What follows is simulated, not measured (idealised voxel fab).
Documented hereafter: the process module known as voxel transistor to metal.
Displayed cross-section: cut, width of 270 nm, square cells sized 5 nm.
Each cross-section below is a grid of square cells, stated as bands in top-down order, with one or more rows of cells making up each band. In this notation a band is specified by the heights of its top and bottom, in that order and in nm, after which its materials appear from left to right, each paired with its width in nm. The word "edge to edge" attached to a single material means that material fills the band from edge to edge; the word "blank" stands for empty space. We count height from 0. Below that, the starting wafer is all one material. The lowest band never ends at the bottom but goes on down; see "0 down" for how that is written. Width: "30..40" (first number = top row, second number = bottom row, same change from row to row of cells). Any step labelled "no modifications" changed none of the cells in the cross-section. Empty spaces without an open route to the top, at least 8 cells in extent, make up the entry "Completely sealed voids"; each is given as width x height at distance, where the distance is measured from the left edge, and all are in nm. The remark found on a step's line after its settings is issued by the simulator itself and pertains to that step. Steps that use a mask can have "overlay nm" on their line. It says how far the mask sat to the right of where it was meant to be. Negative means to the left.

List of planned process steps
1,RECEIVE, material Si
2,CONFORMAL_DEP, material SiO2, thk nm 5
3,CONFORMAL_DEP, material SiN, thk nm 15
4,PATTERN, tone cover, mask id ACTIVE, material resist, width nm 100, pitch nm 130, thk nm 20, overlay nm 0
5,DIRECTIONAL_ETCH, etch materials SiN, depth nm 15
6,DIRECTIONAL_ETCH, etch materials SiO2, depth nm 5
7,DIRECTIONAL_ETCH, etch materials Si, depth nm 30
8,STRIP, etch materials resist
9,OXIDIZE, depth nm 5
10,FILL_DEP, material SiO2, thk nm 5
11,CMP, height nm 20
12,SELECTIVE_ETCH, etch materials SiO2, depth nm 15
13,STRIP, etch materials SiN
14,SELECTIVE_ETCH, etch materials SiO2, depth nm 5
15,OXIDIZE, depth nm 5
16,DIRECTIONAL_DEP, material polySi, thk nm 25
17,DIRECTIONAL_DEP, material SiCN, thk nm 10
18,MASKED_ETCH, tone cover, mask id GATE, width nm 20, pitch nm 130, etch materials SiCN, depth nm 20, overlay nm 0
19,MASKED_ETCH, tone cover, mask id GATE, width nm 20, pitch nm 130, etch materials polySi, depth nm 35, overlay nm 0
20,CONFORMAL_DEP, material SiO2, thk nm 5
21,DIRECTIONAL_ETCH, etch materials SiO2, depth nm 5
22,CONFORMAL_DEP, material SiN, thk nm 5
23,DIRECTIONAL_ETCH, etch materials SiN, depth nm 5
24,DIRECTIONAL_ETCH, etch materials SiO2, depth nm 5
25,DIRECTIONAL_ETCH, etch materials Si, depth nm 15
26,EPI, material pSi, thk nm 20
27,FILL_DEP, material SiO2, thk nm 5
28,CMP, height nm 35
29,DIRECTIONAL_DEP, material SiO2, thk nm 15
30,MASKED_ETCH, tone open, mask id CONTACT, width nm 15, etch materials SiO2, depth nm 50, overlay nm 0
31,CONFORMAL_DEP, material TiN, thk nm 5
32,FILL_DEP, material Ru, thk nm 10
33,CMP, height nm 50
34,CONFORMAL_DEP, material SiN, thk nm 5
35,DIRECTIONAL_DEP, material lowk, thk nm 15
36,PATTERN, tone open, mask id METAL_1, material resist, width nm 15, thk nm 20, overlay nm 0
37,DIRECTIONAL_ETCH, etch materials lowk, depth nm 15
38,DIRECTIONAL_ETCH, etch materials SiN, depth nm 5
39,STRIP, etch materials resist
40,CONFORMAL_DEP, material TiN, thk nm 5
41,FILL_DEP, material W, thk nm 5
42,CMP, height nm 70
43,EPI, material Ru, thk nm 5
44,FILL_DEP, material SiCN, thk nm 5

Cross-section: wafer on arrival = after step 1
    0 down | Si edge to edge
    Completely sealed voids: none

Run as planned - first of the two wafers cross-sectioned at the end of the module
    80 to 75 | SiCN edge to edge
    75 to 70 | SiCN 20 nm / Ru 25 nm / SiCN 50 nm / Ru 25 nm / SiCN 30 nm / Ru 25 nm / SiCN 50 nm / Ru 25 nm / SiCN 20 nm
    70 to 55 | lowk 25 nm / TiN 5 nm / W 5 nm / TiN 5 nm / lowk 60 nm / TiN 5 nm / W 5 nm / TiN 5 nm / lowk 40 nm / TiN 5 nm / W 5 nm / TiN 5 nm / lowk 60 nm / TiN 5 nm / W 5 nm / TiN 5 nm / lowk 25 nm
    55 to 50 | SiN 25 nm / TiN 15 nm / SiN 60 nm / TiN 15 nm / SiN 40 nm / TiN 15 nm / SiN 60 nm / TiN 15 nm / SiN 25 nm
    50 to 35 | SiO2 25 nm / TiN 5 nm / Ru 5 nm / TiN 5 nm / SiO2 60 nm / TiN 5 nm / Ru 5 nm / TiN 5 nm / SiO2 40 nm / TiN 5 nm / Ru 5 nm / TiN 5 nm / SiO2 60 nm / TiN 5 nm / Ru 5 nm / TiN 5 nm / SiO2 25 nm
    35 to 25 | SiO2 25 nm / TiN 5 nm / Ru 5 nm / TiN 5 nm / SiO2 10 nm / SiN 5 nm / SiO2 5 nm / SiCN 20 nm / SiO2 5 nm / SiN 5 nm / SiO2 10 nm / TiN 5 nm / Ru 5 nm / TiN 5 nm / SiO2 40 nm / TiN 5 nm / Ru 5 nm / TiN 5 nm / SiO2 10 nm / SiN 5 nm / SiO2 5 nm / SiCN 20 nm / SiO2 5 nm / SiN 5 nm / SiO2 10 nm / TiN 5 nm / Ru 5 nm / TiN 5 nm / SiO2 25 nm
    25 to 20 | SiO2 25 nm / TiN 5 nm / Ru 5 nm / TiN 5 nm / SiO2 10 nm / SiN 5 nm / SiO2 5 nm / polySi 20 nm / SiO2 5 nm / SiN 5 nm / SiO2 10 nm / TiN 5 nm / Ru 5 nm / TiN 5 nm / SiO2 40 nm / TiN 5 nm / Ru 5 nm / TiN 5 nm / SiO2 10 nm / SiN 5 nm / SiO2 5 nm / polySi 20 nm / SiO2 5 nm / SiN 5 nm / SiO2 10 nm / TiN 5 nm / Ru 5 nm / TiN 5 nm / SiO2 25 nm
    20 to 15 | SiO2 25 nm / TiN 15 nm / SiO2 10 nm / SiN 5 nm / SiO2 5 nm / polySi 20 nm / SiO2 5 nm / SiN 5 nm / SiO2 10 nm / TiN 15 nm / SiO2 40 nm / TiN 15 nm / SiO2 10 nm / SiN 5 nm / SiO2 5 nm / polySi 20 nm / SiO2 5 nm / SiN 5 nm / SiO2 10 nm / TiN 15 nm / SiO2 25 nm
    15 to 0 | SiO2 25 nm / TiN 5 nm / pSi 20 nm / SiN 5 nm / SiO2 5 nm / polySi 20 nm / SiO2 5 nm / SiN 5 nm / pSi 20 nm / TiN 5 nm / SiO2 40 nm / TiN 5 nm / pSi 20 nm / SiN 5 nm / SiO2 5 nm / polySi 20 nm / SiO2 5 nm / SiN 5 nm / pSi 20 nm / TiN 5 nm / SiO2 25 nm
    0 to -5 | SiO2 20 nm / pSi 30 nm / SiO2 40 nm / pSi 30 nm / SiO2 30 nm / pSi 30 nm / SiO2 40 nm / pSi 30 nm / SiO2 20 nm
    -5 to -20 | SiO2 25 nm / pSi 25 nm / Si 40 nm / pSi 25 nm / SiO2 40 nm / pSi 25 nm / Si 40 nm / pSi 25 nm / SiO2 25 nm
    -20 to -35 | SiO2 25 nm / Si 90 nm / SiO2 40 nm / Si 90 nm / SiO2 25 nm
    -35 down | Si edge to edge
    Completely sealed voids: none

This cross-section belongs to the second wafer of two at the end of the module; the start and the plan were shared with the first, and the run included one mistake
    80 to 75 | SiCN edge to edge
    75 to 70 | SiCN 20 nm / Ru 25 nm / SiCN 50 nm / Ru 25 nm / SiCN 30 nm / Ru 25 nm / SiCN 50 nm / Ru 25 nm / SiCN 20 nm
    70 to 55 | lowk 25 nm / TiN 5 nm / W 5 nm / TiN 5 nm / lowk 60 nm / TiN 5 nm / W 5 nm / TiN 5 nm / lowk 40 nm / TiN 5 nm / W 5 nm / TiN 5 nm / lowk 60 nm / TiN 5 nm / W 5 nm / TiN 5 nm / lowk 25 nm
    55 to 50 | SiN 25 nm / TiN 15 nm / SiN 60 nm / TiN 15 nm / SiN 40 nm / TiN 15 nm / SiN 60 nm / TiN 15 nm / SiN 25 nm
    50 to 35 | SiO2 25 nm / TiN 5 nm / Ru 5 nm / TiN 5 nm / SiO2 60 nm / TiN 5 nm / Ru 5 nm / TiN 5 nm / SiO2 40 nm / TiN 5 nm / Ru 5 nm / TiN 5 nm / SiO2 60 nm / TiN 5 nm / Ru 5 nm / TiN 5 nm / SiO2 25 nm
    35 to 30 | SiO2 25 nm / TiN 5 nm / Ru 5 nm / TiN 5 nm / SiO2 10 nm / SiN 5 nm / SiO2 5 nm / SiCN 20 nm / SiO2 5 nm / SiN 5 nm / SiO2 10 nm / TiN 5 nm / Ru 5 nm / TiN 5 nm / SiO2 40 nm / TiN 5 nm / Ru 5 nm / TiN 5 nm / SiO2 10 nm / SiN 5 nm / SiO2 5 nm / SiCN 20 nm / SiO2 5 nm / SiN 5 nm / SiO2 10 nm / TiN 5 nm / Ru 5 nm / TiN 5 nm / SiO2 25 nm
    30 to 25 | SiO2 25 nm / TiN 5 nm / Ru 5 nm / TiN 5 nm / SiO2 10 nm / SiN 5 nm / SiO2 5 nm / polySi 20 nm / SiO2 5 nm / SiN 5 nm / SiO2 10 nm / TiN 5 nm / Ru 5 nm / TiN 5 nm / SiO2 40 nm / TiN 5 nm / Ru 5 nm / TiN 5 nm / SiO2 10 nm / SiN 5 nm / SiO2 5 nm / polySi 20 nm / SiO2 5 nm / SiN 5 nm / SiO2 10 nm / TiN 5 nm / Ru 5 nm / TiN 5 nm / SiO2 25 nm
    25 to 20 | SiO2 25 nm / TiN 15 nm / SiO2 10 nm / SiN 5 nm / SiO2 5 nm / polySi 20 nm / SiO2 5 nm / SiN 5 nm / SiO2 10 nm / TiN 15 nm / SiO2 40 nm / TiN 15 nm / SiO2 10 nm / SiN 5 nm / SiO2 5 nm / polySi 20 nm / SiO2 5 nm / SiN 5 nm / SiO2 10 nm / TiN 15 nm / SiO2 25 nm
    20 to 5 | SiO2 25 nm / TiN 5 nm / pSi 20 nm / SiN 5 nm / SiO2 5 nm / polySi 20 nm / SiO2 5 nm / SiN 5 nm / pSi 20 nm / TiN 5 nm / SiO2 40 nm / TiN 5 nm / pSi 20 nm / SiN 5 nm / SiO2 5 nm / polySi 20 nm / SiO2 5 nm / SiN 5 nm / pSi 20 nm / TiN 5 nm / SiO2 25 nm
    5 to 0 | SiO2 15 nm / SiN 5 nm / pSi 30 nm / SiO2 40 nm / pSi 30 nm / SiN 5 nm / SiO2 20 nm / SiN 5 nm / pSi 30 nm / SiO2 40 nm / pSi 30 nm / SiN 5 nm / SiO2 15 nm
    0 to -15 | SiO2 25 nm / pSi 25 nm / Si 40 nm / pSi 25 nm / SiO2 40 nm / pSi 25 nm / Si 40 nm / pSi 25 nm / SiO2 25 nm
    -15 to -35 | SiO2 25 nm / Si 90 nm / SiO2 40 nm / Si 90 nm / SiO2 25 nm
    -35 down | Si edge to edge
    Completely sealed voids: none
In executing the process, a mistake was made relative to the plan: the run placed steps 13 and 14 each in the position the plan gave to the other
It is noted that, at the conclusion of processing, the second wafer exhibits a higher or lower cell count for certain materials relative to the first: -4 Ru; +36 Si; -8 SiCN; -16 SiO2; -8 TiN
